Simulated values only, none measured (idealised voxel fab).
You're looking at the process module voxel self aligned contacts.
Cross-section cut spans 215 nm and uses square cells 5 nm in size.
A cross-section is a grid of square cells, given in bands from the top down. A band is one or more rows of cells. For a band, the entry starts with two heights in nm, that of the top and then that of the bottom, and carries on with the band's materials in order from left to right, each alongside its width in nm; the word "throughout" beside a single material means it fills the band edge to edge, and "blank" means empty space. For the purposes of this specification, 0 denotes the height below which the wafer in its as-received condition is composed wholly of one material, and the lowermost band, lacking a lower limit, extends downward without end, as expressed in "0 nm and below". Think of "30..40" as a width that walks from the first number to the second as you go down the band, top row to bottom row, taking equal-sized steps from row to row. What does "same as before" mean for a step? It means no cell of the cross-section changed in that step. Entry "Enclosed internal cavities". Content: empty spaces with no open connection to the top, size 8 cells or greater. Each: width x height at distance. Distance: from left edge. Unit: nm. Note: text after step settings on the step line = simulator remark on that step. The optional step-line setting "overlay nm" applies to steps with a mask and quantifies how far to the right of its planned location the mask lay, a negative value indicating leftward placement.
# Planned process steps
1. RECEIVE [material Si]
2. OXIDIZE [depth nm 5]
3. DIRECTIONAL_DEP [material polySi] [thk nm 20]
4. DIRECTIONAL_DEP [material SiN] [thk nm 20]
5. PATTERN [tone cover] [mask id GATE] [material resist] [width nm 25] [pitch nm 60] [thk nm 20] [overlay nm 0]
6. DIRECTIONAL_ETCH [etch materials SiN] [depth nm 20]
7. DIRECTIONAL_ETCH [etch materials polySi] [depth nm 20]
8. STRIP [etch materials resist]
9. CONFORMAL_DEP [material SiN] [thk nm 10]
10. DIRECTIONAL_ETCH [etch materials SiN] [depth nm 10]
11. FILL_DEP [material SiO2] [thk nm 15]
12. CMP [height nm 45]
13. DIRECTIONAL_DEP [material aC] [thk nm 15]
14. PATTERN [tone open] [mask id CONTACT] [material resist] [width nm 45] [pitch nm 60] [thk nm 35] [overlay nm 0]
15. DIRECTIONAL_ETCH [etch materials aC] [depth nm 15]
16. STRIP [etch materials resist]
17. DIRECTIONAL_ETCH [etch materials SiO2] [depth nm 50]
18. STRIP [etch materials aC]
19. CONFORMAL_DEP [material TiN] [thk nm 5]
20. FILL_DEP [material W] [thk nm 5]
21. CMP [height nm 45]
22. CONFORMAL_DEP [material SiN] [thk nm 5]
# as received, after step 1
0 nm and below = Si throughout
Enclosed internal cavities: none
# Module complete - cross-section of the first of two wafers, run according to plan
50 nm to 45 nm = SiN throughout
45 nm to 40 nm = 55 of SiO2 / 20 of TiN / 5 of W / 20 of TiN / 15 of SiO2 / 20 of TiN / 5 of W / 20 of TiN / 55 of SiO2
40 nm to 20 nm = 25 of SiO2 / 45 of SiN / 5 of TiN / 5 of W / 5 of TiN / 45 of SiN / 5 of TiN / 5 of W / 5 of TiN / 45 of SiN / 25 of SiO2
20 nm to 0 nm = 25 of SiO2 / 10 of SiN / 25 of polySi / 10 of SiN / 5 of TiN / 5 of W / 5 of TiN / 10 of SiN / 25 of polySi / 10 of SiN / 5 of TiN / 5 of W / 5 of TiN / 10 of SiN / 25 of polySi / 10 of SiN / 25 of SiO2
0 nm to -5 nm = 70 of SiO2 / 15 of TiN / 45 of SiO2 / 15 of TiN / 70 of SiO2
-5 nm and below = Si throughout
Enclosed internal cavities: none
# Second of two wafers, module complete, sectioned: it shares the first wafer's start and plan but was run with one mistake
50 nm to 45 nm = SiN throughout
45 nm to 40 nm = 55 of SiO2 / 20 of TiN / 5 of W / 20 of TiN / 15 of SiO2 / 20 of TiN / 5 of W / 20 of TiN / 55 of SiO2
40 nm to 20 nm = 25 of SiO2 / 45 of SiN / 5 of TiN / 5 of W / 5 of TiN / 45 of SiN / 5 of TiN / 5 of W / 5 of TiN / 45 of SiN / 25 of SiO2
20 nm to 15 nm = 25 of SiO2 / 10 of SiN / 25 of polySi / 10 of SiN / 5 of TiN / 5 of W / 5 of TiN / 10 of SiN / 25 of polySi / 10 of SiN / 5 of TiN / 5 of W / 5 of TiN / 10 of SiN / 25 of polySi / 10 of SiN / 25 of SiO2
15 nm to 10 nm = 25 of SiO2 / 10 of SiN / 25 of polySi / 10 of SiN / 15 of TiN / 10 of SiN / 25 of polySi / 10 of SiN / 15 of TiN / 10 of SiN / 25 of polySi / 10 of SiN / 25 of SiO2
10 nm to 0 nm = 35 of SiN / 25 of polySi / 35 of SiN / 25 of polySi / 35 of SiN / 25 of polySi / 35 of SiN
0 nm to -5 nm = SiO2 throughout
-5 nm and below = Si throughout
Enclosed internal cavities: none
Where did the run depart from the plan? it was found that steps 9 and 10 of the process plan had been performed in exchanged positions
Final comparison by cell count, materials where the second wafer has more or fewer than the first: 32 more of SiN | 14 fewer of SiO2 | 12 fewer of TiN | 6 fewer of W
